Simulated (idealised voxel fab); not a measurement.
The document below concerns the process module designated voxel capacitor over wiring.
In the cross-section labelled cut, the width is 270 nm and each square cell is 5 nm.
Just so we're on the same page, the cross-sections are grids of square cells, and they're listed out in bands top to bottom, each band one or more rows deep. Band entry format. Leading values: height of top, height of bottom, nm. Remainder: materials in left-to-right order, each with its width in nm. Special words: "everywhere" on a single material, which then fills the band edge to edge; "empty", empty space. It should be noted that heights are counted from 0, beneath which the wafer as supplied is of one material throughout, and that the lowest band possesses no lower boundary but continues downward, as written in "z 0 and below". Width spec "30->40" -> top row of cells at first value, bottom row at second value, equal per-row change in between. Where the words "nothing got changed" appear for a step, the cross-section shows no cell changed by that step; every cell remained as before. Each empty space that has no open way to the top and spans at least 8 cells appears under "Fully sealed cavities" as width x height at distance, the distance counted from the left edge, all in nm. Read whatever lies past the settings on a step's line as the simulator's own remark about the step. What "overlay nm" on a step's line means: if the step has a mask, that mask lay this far to the right of its planned place, or, when the value is negative, to the left. Quick note on how to read the rest: it's all pairs. You get the cross-section before a process step and the one after, but the after one only goes down as far as the lowest band that changed. The step in between, with its settings, sits under the pair. Heads up, the pairs can come from different runs of this module on the same starting wafer, so don't assume a pair picks up from the one above unless its "Ahead of processing" entry says it does.
Ahead of processing:
* z 90 to 80 = 105 of empty; 50 of aC; 115 of empty
* z 80 to 70 = 105 of empty; 50 of TiN; 115 of empty
* z 70 to 65 = 90 of HfO2; 15 of aC; 165 of HfO2
* z 65 to 60 = 90 of TiN; 15 of aC; 165 of TiN
* z 60 to 50 = 90 of lowk; 15 of TiN; 165 of lowk
* z 50 to 45 = 90 of lowk; 15 of HfO2; 165 of lowk
* z 45 to 40 = 90 of lowk; 15 of TiN; 165 of lowk
* z 40 to 35 = lowk everywhere
* z 35 to 20 = 80 of lowk; 5 of TiN; 15 of Cu; 5 of TiN; 60 of lowk; 5 of TiN; 15 of Cu; 5 of TiN; 80 of lowk
* z 20 to 15 = 80 of SiN; 25 of TiN; 60 of SiN; 25 of TiN; 80 of SiN
* z 15 to 0 = SiO2 everywhere
* z 0 and below = Si everywhere
* Fully sealed cavities: none
Cross-Section Thereafter:
* z 90 to 80 = 105 of empty; 50 of aC; 115 of empty
* z 80 to 70 = 105 of empty; 50 of TiN; 115 of empty
* z 70 to 65 = 90 of empty; 15 of aC; 50 of HfO2; 115 of empty
* Anything lower than 65 is untouched.
* Fully sealed cavities: none
The process step separating the two cross-sections depicted above is as follows: DIRECTIONAL_ETCH, etch materials HfO2, depth nm 5
Ahead of processing: we pick up right where the pair above leaves off, with its after cross-section.
Cross-Section Thereafter:
* z 80 to 70 = 105 of empty; 50 of TiN; 115 of empty
* z 70 to 65 = 105 of empty; 50 of HfO2; 115 of empty
* z 65 to 60 = 90 of TiN; 15 of empty; 165 of TiN
* Anything lower than 60 is untouched.
* Fully sealed cavities: none
The process step separating the two cross-sections depicted above is as follows: STRIP, etch materials aC
Ahead of processing: we pick up right where the pair above leaves off, with its after cross-section.
Cross-Section Thereafter:
* z 95 to 80 = 105 of empty; 50 of aC; 115 of empty
* z 80 to 75 = 90 of aC; 15 of empty; 50 of TiN; 115 of aC
* z 75 to 70 = 105 of aC; 50 of TiN; 115 of aC
* z 70 to 65 = 105 of aC; 50 of HfO2; 115 of aC
* z 65 to 60 = 90 of TiN; 15 of aC; 165 of TiN
* Anything lower than 60 is untouched.
* Fully sealed cavities: none
The process step separating the two cross-sections depicted above is as follows: DIRECTIONAL_DEP, material aC, thk nm 15
Ahead of processing: we pick up right where the pair above leaves off, with its after cross-section.
Cross-Section Thereafter:
* z 130 to 95 = 85 of empty; 75 of resist; 110 of empty
* z 95 to 80 = 85 of empty; 20 of resist; 50 of aC; 5 of resist; 110 of empty
* z 80 to 75 = 90 of aC; 15 of resist; 50 of TiN; 115 of aC
* Anything lower than 75 is untouched.
* Fully sealed cavities: none
The process step separating the two cross-sections depicted above is as follows: PATTERN, tone cover, mask id LOWER_PLATE, material resist, width nm 75, thk nm 35, overlay nm 0
Ahead of processing: we pick up right where the pair above leaves off, with its after cross-section.
Cross-Section Thereafter:
* z 115 to 95 = 85 of empty; 75 of resist; 110 of empty
* z 95 to 80 = 85 of empty; 20 of resist; 50 of aC; 5 of resist; 110 of empty
* z 80 to 75 = 85 of empty; 5 of aC; 15 of resist; 50 of TiN; 5 of aC; 110 of empty
* z 75 to 70 = 85 of empty; 20 of aC; 50 of TiN; 5 of aC; 110 of empty
* z 70 to 65 = 85 of empty; 20 of aC; 50 of HfO2; 5 of aC; 110 of empty
* Anything lower than 65 is untouched.
* Fully sealed cavities: none
The process step separating the two cross-sections depicted above is as follows: DIRECTIONAL_ETCH, etch materials aC, depth nm 15
Ahead of processing: we pick up right where the pair above leaves off, with its after cross-section.
Cross-Section Thereafter:
* z 95 to 80 = 105 of empty; 50 of aC; 115 of empty
* z 80 to 75 = 85 of empty; 5 of aC; 15 of empty; 50 of TiN; 5 of aC; 110 of empty
* Anything lower than 75 is untouched.
* Fully sealed cavities: none
The process step separating the two cross-sections depicted above is as follows: STRIP, etch materials resist
Ahead of processing: we pick up right where the pair above leaves off, with its after cross-section.
Cross-Section Thereafter:
* z 95 to 80 = 105 of empty; 50 of aC; 115 of empty
* z 80 to 75 = 85 of empty; 5 of aC; 15 of empty; 50 of TiN; 5 of aC; 110 of empty
* z 75 to 70 = 85 of empty; 20 of aC; 50 of TiN; 5 of aC; 110 of empty
* z 70 to 65 = 85 of empty; 20 of aC; 50 of HfO2; 5 of aC; 110 of empty
* z 65 to 60 = 85 of empty; 5 of TiN; 15 of aC; 55 of TiN; 110 of empty
* Anything lower than 60 is untouched.
* Fully sealed cavities: none
The process step separating the two cross-sections depicted above is as follows: DIRECTIONAL_ETCH, etch materials TiN, depth nm 5
Ahead of processing: we pick up right where the pair above leaves off, with its after cross-section.
Cross-Section Thereafter:
* z 80 to 70 = 105 of empty; 50 of TiN; 115 of empty
* z 70 to 65 = 105 of empty; 50 of HfO2; 115 of empty
* z 65 to 60 = 85 of empty; 5 of TiN; 15 of empty; 55 of TiN; 110 of empty
* Anything lower than 60 is untouched.
* Fully sealed cavities: none
The process step separating the two cross-sections depicted above is as follows: STRIP, etch materials aC
Ahead of processing: we pick up right where the pair above leaves off, with its after cross-section.
Cross-Section Thereafter:
* z 100 to 80 = SiO2 everywhere
* z 80 to 70 = 105 of SiO2; 50 of TiN; 115 of SiO2
* z 70 to 65 = 105 of SiO2; 50 of HfO2; 115 of SiO2
* z 65 to 60 = 85 of SiO2; 5 of TiN; 15 of SiO2; 55 of TiN; 110 of SiO2
* Anything lower than 60 is untouched.
* Fully sealed cavities: none
The process step separating the two cross-sections depicted above is as follows: FILL_DEP, material SiO2, thk nm 20
Ahead of processing: we pick up right where the pair above leaves off, with its after cross-section.
Cross-Section Thereafter:
* z 95 to 80 = SiO2 everywhere
* Anything lower than 80 is untouched.
* Fully sealed cavities: none
The process step separating the two cross-sections depicted above is as follows: CMP, height nm 95
Ahead of processing: we pick up right where the pair above leaves off, with its after cross-section.
Cross-Section Thereafter:
* z 105 to 95 = aC everywhere
* Anything lower than 95 is untouched.
* Fully sealed cavities: none
The process step separating the two cross-sections depicted above is as follows: DIRECTIONAL_DEP, material aC, thk nm 10
Ahead of processing: we pick up right where the pair above leaves off, with its after cross-section.
Cross-Section Thereafter:
* z 130 to 105 = 100 of resist; 15 of empty; 155 of resist
* Anything lower than 105 is untouched.
* Fully sealed cavities: none
The process step separating the two cross-sections depicted above is as follows: PATTERN, tone open, mask id PLUG_2, material resist, width nm 15, thk nm 25, overlay nm 0
Ahead of processing: we pick up right where the pair above leaves off, with its after cross-section.
Cross-Section Thereafter:
* z 120 to 105 = 100 of resist; 15 of empty; 155 of resist
* z 105 to 95 = 100 of aC; 15 of empty; 155 of aC
* Anything lower than 95 is untouched.
* Fully sealed cavities: none
The process step separating the two cross-sections depicted above is as follows: DIRECTIONAL_ETCH, etch materials aC, depth nm 10
Ahead of processing: we pick up right where the pair above leaves off, with its after cross-section.
Cross-Section Thereafter:
* z 105 to 95 = 100 of aC; 15 of empty; 155 of aC
* Anything lower than 95 is untouched.
* Fully sealed cavities: none
The process step separating the two cross-sections depicted above is as follows: STRIP, etch materials resist
Ahead of processing: we pick up right where the pair above leaves off, with its after cross-section.
Cross-Section Thereafter:
* z 105 to 95 = 100 of aC; 15 of empty; 155 of aC
* z 95 to 80 = 100 of SiO2; 15 of empty; 155 of SiO2
* Anything lower than 80 is untouched.
* Fully sealed cavities: none
The process step separating the two cross-sections depicted above is as follows: DIRECTIONAL_ETCH, etch materials SiO2, depth nm 15
Ahead of processing: we pick up right where the pair above leaves off, with its after cross-section.
Cross-Section Thereafter:
* z 95 to 80 = 100 of SiO2; 15 of empty; 155 of SiO2
* Anything lower than 80 is untouched.
* Fully sealed cavities: none
The process step separating the two cross-sections depicted above is as follows: STRIP, etch materials aC
Ahead of processing: we pick up right where the pair above leaves off, with its after cross-section.
Cross-Section Thereafter:
* z 100 to 95 = 105 of TiN; 5 of empty; 160 of TiN
* z 95 to 85 = 100 of SiO2; 5 of TiN; 5 of empty; 5 of TiN; 155 of SiO2
* z 85 to 80 = 100 of SiO2; 15 of TiN; 155 of SiO2
* Anything lower than 80 is untouched.
* Fully sealed cavities: none
The process step separating the two cross-sections depicted above is as follows: CONFORMAL_DEP, material TiN, thk nm 5
Ahead of processing: we pick up right where the pair above leaves off, with its after cross-section.
Cross-Section Thereafter:
* z 105 to 100 = Cu everywhere
* z 100 to 95 = 105 of TiN; 5 of Cu; 160 of TiN
* z 95 to 85 = 100 of SiO2; 5 of TiN; 5 of Cu; 5 of TiN; 155 of SiO2
* Anything lower than 85 is untouched.
* Fully sealed cavities: none
The process step separating the two cross-sections depicted above is as follows: FILL_DEP, material Cu, thk nm 5
Ahead of processing: we pick up right where the pair above leaves off, with its after cross-section.
Cross-Section Thereafter:
* z 95 to 85 = 100 of SiO2; 5 of TiN; 5 of Cu; 5 of TiN; 155 of SiO2
* Anything lower than 85 is untouched.
* Fully sealed cavities: none
The process step separating the two cross-sections depicted above is as follows: CMP, height nm 95
Ahead of processing: we pick up right where the pair above leaves off, with its after cross-section.
Cross-Section Thereafter:
* z 100 to 95 = SiCN everywhere
* Anything lower than 95 is untouched.
* Fully sealed cavities: none
The process step separating the two cross-sections depicted above is as follows: CONFORMAL_DEP, material SiCN, thk nm 5
Ahead of processing:
* z 35 to 20 = lowk everywhere
* z 20 to 15 = SiN everywhere
* z 15 to 0 = SiO2 everywhere
* z 0 and below = Si everywhere
* Fully sealed cavities: none
Cross-Section Thereafter:
* z 50 to 35 = 80 of empty; 25 of resist; 60 of empty; 25 of resist; 80 of empty
* Anything lower than 35 is untouched.
* Fully sealed cavities: none
The process step separating the two cross-sections depicted above is as follows: PATTERN, tone cover, mask id METAL_1, material resist, width nm 25, pitch nm 85, thk nm 15, overlay nm 0
Ahead of processing: we pick up right where the pair above leaves off, with its after cross-section.
Cross-Section Thereafter:
* z 50 to 35 = 80 of empty; 25 of resist; 60 of empty; 25 of resist; 80 of empty
* z 35 to 20 = 80 of empty; 25 of lowk; 60 of empty; 25 of lowk; 80 of empty
* Anything lower than 20 is untouched.
* Fully sealed cavities: none
The process step separating the two cross-sections depicted above is as follows: DIRECTIONAL_ETCH, etch materials lowk, depth nm 15
Ahead of processing: we pick up right where the pair above leaves off, with its after cross-section.
Cross-Section Thereafter:
* z 50 to 35 = 80 of empty; 25 of resist; 60 of empty; 25 of resist; 80 of empty
* z 35 to 20 = 80 of empty; 25 of lowk; 60 of empty; 25 of lowk; 80 of empty
* z 20 to 15 = 80 of empty; 25 of SiN; 60 of empty; 25 of SiN; 80 of empty
* Anything lower than 15 is untouched.
* Fully sealed cavities: none
The process step separating the two cross-sections depicted above is as follows: DIRECTIONAL_ETCH, etch materials SiN, depth nm 5
Ahead of processing: we pick up right where the pair above leaves off, with its after cross-section.
Cross-Section Thereafter:
* z 35 to 20 = 80 of empty; 25 of lowk; 60 of empty; 25 of lowk; 80 of empty
* Anything lower than 20 is untouched.
* Fully sealed cavities: none
The process step separating the two cross-sections depicted above is as follows: STRIP, etch materials resist
Ahead of processing: we pick up right where the pair above leaves off, with its after cross-section.
Cross-Section Thereafter:
* z 40 to 35 = 75 of empty; 35 of TiN; 50 of empty; 35 of TiN; 75 of empty
* z 35 to 20 = 75 of empty; 5 of TiN; 25 of lowk; 5 of TiN; 50 of empty; 5 of TiN; 25 of lowk; 5 of TiN; 75 of empty
* z 20 to 15 = 80 of TiN; 25 of SiN; 60 of TiN; 25 of SiN; 80 of TiN
* Anything lower than 15 is untouched.
* Fully sealed cavities: none
The process step separating the two cross-sections depicted above is as follows: CONFORMAL_DEP, material TiN, thk nm 5
Ahead of processing: we pick up right where the pair above leaves off, with its after cross-section.
Cross-Section Thereafter:
* z 50 to 40 = Cu everywhere
* z 40 to 35 = 75 of Cu; 35 of TiN; 50 of Cu; 35 of TiN; 75 of Cu
* z 35 to 20 = 75 of Cu; 5 of TiN; 25 of lowk; 5 of TiN; 50 of Cu; 5 of TiN; 25 of lowk; 5 of TiN; 75 of Cu
* Anything lower than 20 is untouched.
* Fully sealed cavities: none
The process step separating the two cross-sections depicted above is as follows: FILL_DEP, material Cu, thk nm 10
Ahead of processing: we pick up right where the pair above leaves off, with its after cross-section.
Cross-Section Thereafter:
* z 35 to 20 = 75 of Cu; 5 of TiN; 25 of lowk; 5 of TiN; 50 of Cu; 5 of TiN; 25 of lowk; 5 of TiN; 75 of Cu
* Anything lower than 20 is untouched.
* Fully sealed cavities: none
The process step separating the two cross-sections depicted above is as follows: CMP, height nm 35
Ahead of processing: we pick up right where the pair above leaves off, with its after cross-section.
Cross-Section Thereafter:
* z 40 to 35 = SiCN everywhere
* Anything lower than 35 is untouched.
* Fully sealed cavities: none
The process step separating the two cross-sections depicted above is as follows: CONFORMAL_DEP, material SiCN, thk nm 5
Ahead of processing: we pick up right where the pair above leaves off, with its after cross-section.
Cross-Section Thereafter:
* z 60 to 40 = lowk everywhere
* Anything lower than 40 is untouched.
* Fully sealed cavities: none
The process step separating the two cross-sections depicted above is as follows: DIRECTIONAL_DEP, material lowk, thk nm 20
Ahead of processing: we pick up right where the pair above leaves off, with its after cross-section.
Cross-Section Thereafter:
* z 75 to 60 = 90 of resist; 15 of empty; 165 of resist
* Anything lower than 60 is untouched.
* Fully sealed cavities: none
The process step separating the two cross-sections depicted above is as follows: PATTERN, tone open, mask id PLUG_1, material resist, width nm 15, thk nm 15, overlay nm 0
Ahead of processing: we pick up right where the pair above leaves off, with its after cross-section.
Cross-Section Thereafter:
* z 75 to 60 = 90 of resist; 15 of empty; 165 of resist
* z 60 to 40 = 90 of lowk; 15 of empty; 165 of lowk
* Anything lower than 40 is untouched.
* Fully sealed cavities: none
The process step separating the two cross-sections depicted above is as follows: DIRECTIONAL_ETCH, etch materials lowk, depth nm 20
Ahead of processing: we pick up right where the pair above leaves off, with its after cross-section.
Cross-Section Thereafter:
* z 75 to 60 = 90 of resist; 15 of empty; 165 of resist
* z 60 to 40 = 90 of lowk; 15 of empty; 165 of lowk
* z 40 to 35 = 90 of SiCN; 15 of empty; 165 of SiCN
* Anything lower than 35 is untouched.
* Fully sealed cavities: none
The process step separating the two cross-sections depicted above is as follows: DIRECTIONAL_ETCH, etch materials SiCN, depth nm 5
Ahead of processing: we pick up right where the pair above leaves off, with its after cross-section.
Cross-Section Thereafter:
* z 60 to 40 = 90 of lowk; 15 of empty; 165 of lowk
* Anything lower than 40 is untouched.
* Fully sealed cavities: none
The process step separating the two cross-sections depicted above is as follows: STRIP, etch materials resist
Ahead of processing: we pick up right where the pair above leaves off, with its after cross-section.
Cross-Section Thereafter:
* z 65 to 60 = 90 of TiN; 15 of empty; 165 of TiN
* z 60 to 40 = 90 of lowk; 15 of empty; 165 of lowk
* z 40 to 35 = 90 of SiCN; 15 of TiN; 165 of SiCN
* Anything lower than 35 is untouched.
* Fully sealed cavities: none
The process step separating the two cross-sections depicted above is as follows: DIRECTIONAL_DEP, material TiN, thk nm 5
Ahead of processing: we pick up right where the pair above leaves off, with its after cross-section.
Cross-Section Thereafter:
* z 70 to 65 = 90 of HfO2; 15 of empty; 165 of HfO2
* z 65 to 60 = 90 of TiN; 15 of empty; 165 of TiN
* z 60 to 45 = 90 of lowk; 15 of empty; 165 of lowk
* z 45 to 40 = 90 of lowk; 15 of HfO2; 165 of lowk
* Anything lower than 40 is untouched.
* Fully sealed cavities: none
The process step separating the two cross-sections depicted above is as follows: DIRECTIONAL_DEP, material HfO2, thk nm 5
Ahead of processing: we pick up right where the pair above leaves off, with its after cross-section.
Cross-Section Thereafter:
* z 80 to 70 = 90 of TiN; 15 of empty; 165 of TiN
* z 70 to 65 = 90 of HfO2; 15 of empty; 165 of HfO2
* z 65 to 60 = 90 of TiN; 15 of empty; 165 of TiN
* z 60 to 55 = 90 of lowk; 15 of empty; 165 of lowk
* z 55 to 45 = 90 of lowk; 15 of TiN; 165 of lowk
* Anything lower than 45 is untouched.
* Fully sealed cavities: none
The process step separating the two cross-sections depicted above is as follows: DIRECTIONAL_DEP, material TiN, thk nm 10
Ahead of processing: we pick up right where the pair above leaves off, with its after cross-section.
Cross-Section Thereafter:
* z 90 to 80 = 90 of aC; 15 of empty; 165 of aC
* z 80 to 70 = 90 of TiN; 15 of empty; 165 of TiN
* z 70 to 65 = 90 of HfO2; 15 of empty; 165 of HfO2
* z 65 to 60 = 90 of TiN; 15 of aC; 165 of TiN
* z 60 to 55 = 90 of lowk; 15 of aC; 165 of lowk
* Anything lower than 55 is untouched.
* Fully sealed cavities: none
The process step separating the two cross-sections depicted above is as follows: DIRECTIONAL_DEP, material aC, thk nm 10
Ahead of processing: we pick up right where the pair above leaves off, with its after cross-section.
Cross-Section Thereafter:
* z 120 to 90 = 90 of empty; 65 of resist; 115 of empty
* z 90 to 80 = 90 of aC; 15 of resist; 165 of aC
* z 80 to 70 = 90 of TiN; 15 of resist; 165 of TiN
* z 70 to 65 = 90 of HfO2; 15 of resist; 165 of HfO2
* Anything lower than 65 is untouched.
* Fully sealed cavities: none
The process step separating the two cross-sections depicted above is as follows: PATTERN, tone cover, mask id UPPER_PLATE, material resist, width nm 65, thk nm 30, overlay nm 0
Ahead of processing: we pick up right where the pair above leaves off, with its after cross-section.
Cross-Section Thereafter:
* z 110 to 90 = 90 of empty; 65 of resist; 115 of empty
* z 90 to 80 = 90 of empty; 15 of resist; 50 of aC; 115 of empty
* Anything lower than 80 is untouched.
* Fully sealed cavities: none
The process step separating the two cross-sections depicted above is as follows: DIRECTIONAL_ETCH, etch materials aC, depth nm 10
Ahead of processing: we pick up right where the pair above leaves off, with its after cross-section.
Cross-Section Thereafter:
* z 90 to 80 = 105 of empty; 50 of aC; 115 of empty
* z 80 to 70 = 90 of TiN; 15 of empty; 165 of TiN
* z 70 to 65 = 90 of HfO2; 15 of empty; 165 of HfO2
* Anything lower than 65 is untouched.
* Fully sealed cavities: none
The process step separating the two cross-sections depicted above is as follows: STRIP, etch materials resist
Ahead of processing: we pick up right where the pair above leaves off, with its after cross-section.
Cross-Section Thereafter:
* z 90 to 80 = 105 of empty; 50 of aC; 115 of empty
* z 80 to 70 = 105 of empty; 50 of TiN; 115 of empty
* Anything lower than 70 is untouched.
* Fully sealed cavities: none
The process step separating the two cross-sections depicted above is as follows: DIRECTIONAL_ETCH, etch materials TiN, depth nm 10
Ahead of processing: we pick up right where the pair above leaves off, with its after cross-section.
Cross-Section Thereafter:
* z 90 to 80 = 105 of empty; 50 of aC; 115 of empty
* z 80 to 70 = 105 of empty; 50 of TiN; 115 of empty
* z 70 to 65 = 105 of empty; 50 of HfO2; 115 of empty
* Anything lower than 65 is untouched.
* Fully sealed cavities: none
The process step separating the two cross-sections depicted above is as follows: DIRECTIONAL_ETCH, etch materials HfO2, depth nm 5
Ahead of processing: we pick up right where the pair above leaves off, with its after cross-section.
Cross-Section Thereafter:
* z 80 to 70 = 105 of empty; 50 of TiN; 115 of empty
* z 70 to 65 = 105 of empty; 50 of HfO2; 115 of empty
* z 65 to 60 = 90 of TiN; 15 of empty; 165 of TiN
* z 60 to 55 = 90 of lowk; 15 of empty; 165 of lowk
* Anything lower than 55 is untouched.
* Fully sealed cavities: none
The process step separating the two cross-sections depicted above is as follows: STRIP, etch materials aC
Ahead of processing: we pick up right where the pair above leaves off, with its after cross-section.
Cross-Section Thereafter:
* z 95 to 80 = 105 of empty; 50 of aC; 115 of empty
* z 80 to 70 = 90 of aC; 15 of empty; 50 of TiN; 115 of aC
* z 70 to 65 = 105 of aC; 50 of HfO2; 115 of aC
* z 65 to 60 = 90 of TiN; 15 of aC; 165 of TiN
* z 60 to 55 = 90 of lowk; 15 of aC; 165 of lowk
* Anything lower than 55 is untouched.
* Fully sealed cavities: none
The process step separating the two cross-sections depicted above is as follows: DIRECTIONAL_DEP, material aC, thk nm 15
Ahead of processing: we pick up right where the pair above leaves off, with its after cross-section.
Cross-Section Thereafter:
* z 130 to 95 = 85 of empty; 75 of resist; 110 of empty
* z 95 to 80 = 85 of empty; 20 of resist; 50 of aC; 5 of resist; 110 of empty
* z 80 to 70 = 90 of aC; 15 of resist; 50 of TiN; 115 of aC
* Anything lower than 70 is untouched.
* Fully sealed cavities: none
The process step separating the two cross-sections depicted above is as follows: PATTERN, tone cover, mask id LOWER_PLATE, material resist, width nm 75, thk nm 35, overlay nm 0
Ahead of processing: we pick up right where the pair above leaves off, with its after cross-section.
Cross-Section Thereafter:
* z 115 to 95 = 85 of empty; 75 of resist; 110 of empty
* z 95 to 80 = 85 of empty; 20 of resist; 50 of aC; 5 of resist; 110 of empty
* z 80 to 70 = 85 of empty; 5 of aC; 15 of resist; 50 of TiN; 5 of aC; 110 of empty
* z 70 to 65 = 85 of empty; 20 of aC; 50 of HfO2; 5 of aC; 110 of empty
* Anything lower than 65 is untouched.
* Fully sealed cavities: none
The process step separating the two cross-sections depicted above is as follows: DIRECTIONAL_ETCH, etch materials aC, depth nm 15
Ahead of processing: we pick up right where the pair above leaves off, with its after cross-section.
Cross-Section Thereafter:
* z 95 to 80 = 105 of empty; 50 of aC; 115 of empty
* z 80 to 70 = 85 of empty; 5 of aC; 15 of empty; 50 of TiN; 5 of aC; 110 of empty
* Anything lower than 70 is untouched.
* Fully sealed cavities: none
The process step separating the two cross-sections depicted above is as follows: STRIP, etch materials resist
Ahead of processing: we pick up right where the pair above leaves off, with its after cross-section.
Cross-Section Thereafter:
* z 95 to 80 = 105 of empty; 50 of aC; 115 of empty
* z 80 to 70 = 85 of empty; 5 of aC; 15 of empty; 50 of TiN; 5 of aC; 110 of empty
* z 70 to 65 = 85 of empty; 20 of aC; 50 of HfO2; 5 of aC; 110 of empty
* z 65 to 60 = 85 of empty; 5 of TiN; 15 of aC; 55 of TiN; 110 of empty
* Anything lower than 60 is untouched.
* Fully sealed cavities: none
The process step separating the two cross-sections depicted above is as follows: DIRECTIONAL_ETCH, etch materials TiN, depth nm 5
Ahead of processing: we pick up right where the pair above leaves off, with its after cross-section.
Cross-Section Thereafter:
* z 80 to 70 = 105 of empty; 50 of TiN; 115 of empty
* z 70 to 65 = 105 of empty; 50 of HfO2; 115 of empty
* z 65 to 60 = 85 of empty; 5 of TiN; 15 of empty; 55 of TiN; 110 of empty
* z 60 to 55 = 90 of lowk; 15 of empty; 165 of lowk
* Anything lower than 55 is untouched.
* Fully sealed cavities: none
The process step separating the two cross-sections depicted above is as follows: STRIP, etch materials aC
Ahead of processing: we pick up right where the pair above leaves off, with its after cross-section.
Cross-Section Thereafter:
* z 100 to 80 = SiO2 everywhere
* z 80 to 70 = 105 of SiO2; 50 of TiN; 115 of SiO2
* z 70 to 65 = 105 of SiO2; 50 of HfO2; 115 of SiO2
* z 65 to 60 = 85 of SiO2; 5 of TiN; 15 of SiO2; 55 of TiN; 110 of SiO2
* z 60 to 55 = 90 of lowk; 15 of SiO2; 165 of lowk
* Anything lower than 55 is untouched.
* Fully sealed cavities: none
The process step separating the two cross-sections depicted above is as follows: FILL_DEP, material SiO2, thk nm 20
Ahead of processing: we pick up right where the pair above leaves off, with its after cross-section.
Cross-Section Thereafter:
* z 95 to 80 = SiO2 everywhere
* Anything lower than 80 is untouched.
* Fully sealed cavities: none
The process step separating the two cross-sections depicted above is as follows: CMP, height nm 95
Ahead of processing: we pick up right where the pair above leaves off, with its after cross-section.
Cross-Section Thereafter:
* z 105 to 95 = aC everywhere
* Anything lower than 95 is untouched.
* Fully sealed cavities: none
The process step separating the two cross-sections depicted above is as follows: DIRECTIONAL_DEP, material aC, thk nm 10
Ahead of processing: we pick up right where the pair above leaves off, with its after cross-section.
Cross-Section Thereafter:
* z 130 to 105 = 100 of resist; 15 of empty; 155 of resist
* Anything lower than 105 is untouched.
* Fully sealed cavities: none
The process step separating the two cross-sections depicted above is as follows: PATTERN, tone open, mask id PLUG_2, material resist, width nm 15, thk nm 25, overlay nm 0
Ahead of processing: we pick up right where the pair above leaves off, with its after cross-section.
Cross-Section Thereafter:
* z 120 to 105 = 100 of resist; 15 of empty; 155 of resist
* z 105 to 95 = 100 of aC; 15 of empty; 155 of aC
* Anything lower than 95 is untouched.
* Fully sealed cavities: none
The process step separating the two cross-sections depicted above is as follows: DIRECTIONAL_ETCH, etch materials aC, depth nm 10
Ahead of processing: we pick up right where the pair above leaves off, with its after cross-section.
Cross-Section Thereafter:
* z 105 to 95 = 100 of aC; 15 of empty; 155 of aC
* Anything lower than 95 is untouched.
* Fully sealed cavities: none
The process step separating the two cross-sections depicted above is as follows: STRIP, etch materials resist
Ahead of processing: we pick up right where the pair above leaves off, with its after cross-section.
Cross-Section Thereafter:
* z 105 to 95 = 100 of aC; 15 of empty; 155 of aC
* z 95 to 80 = 100 of SiO2; 15 of empty; 155 of SiO2
* Anything lower than 80 is untouched.
* Fully sealed cavities: none
The process step separating the two cross-sections depicted above is as follows: DIRECTIONAL_ETCH, etch materials SiO2, depth nm 15
Ahead of processing: we pick up right where the pair above leaves off, with its after cross-section.
Cross-Section Thereafter:
* z 95 to 80 = 100 of SiO2; 15 of empty; 155 of SiO2
* Anything lower than 80 is untouched.
* Fully sealed cavities: none
The process step separating the two cross-sections depicted above is as follows: STRIP, etch materials aC
Ahead of processing: we pick up right where the pair above leaves off, with its after cross-section.
Cross-Section Thereafter:
* z 100 to 95 = 105 of TiN; 5 of empty; 160 of TiN
* z 95 to 85 = 100 of SiO2; 5 of TiN; 5 of empty; 5 of TiN; 155 of SiO2
* z 85 to 80 = 100 of SiO2; 15 of TiN; 155 of SiO2
* Anything lower than 80 is untouched.
* Fully sealed cavities: none
The process step separating the two cross-sections depicted above is as follows: CONFORMAL_DEP, material TiN, thk nm 5
Ahead of processing: we pick up right where the pair above leaves off, with its after cross-section.
Cross-Section Thereafter:
* z 105 to 100 = Cu everywhere
* z 100 to 95 = 105 of TiN; 5 of Cu; 160 of TiN
* z 95 to 85 = 100 of SiO2; 5 of TiN; 5 of Cu; 5 of TiN; 155 of SiO2
* Anything lower than 85 is untouched.
* Fully sealed cavities: none
The process step separating the two cross-sections depicted above is as follows: FILL_DEP, material Cu, thk nm 5
Ahead of processing: we pick up right where the pair above leaves off, with its after cross-section.
Cross-Section Thereafter:
* z 95 to 85 = 100 of SiO2; 5 of TiN; 5 of Cu; 5 of TiN; 155 of SiO2
* Anything lower than 85 is untouched.
* Fully sealed cavities: none
The process step separating the two cross-sections depicted above is as follows: CMP, height nm 95
Ahead of processing: we pick up right where the pair above leaves off, with its after cross-section.
Cross-Section Thereafter:
* z 100 to 95 = SiCN everywhere
* Anything lower than 95 is untouched.
* Fully sealed cavities: none
The process step separating the two cross-sections depicted above is as follows: CONFORMAL_DEP, material SiCN, thk nm 5
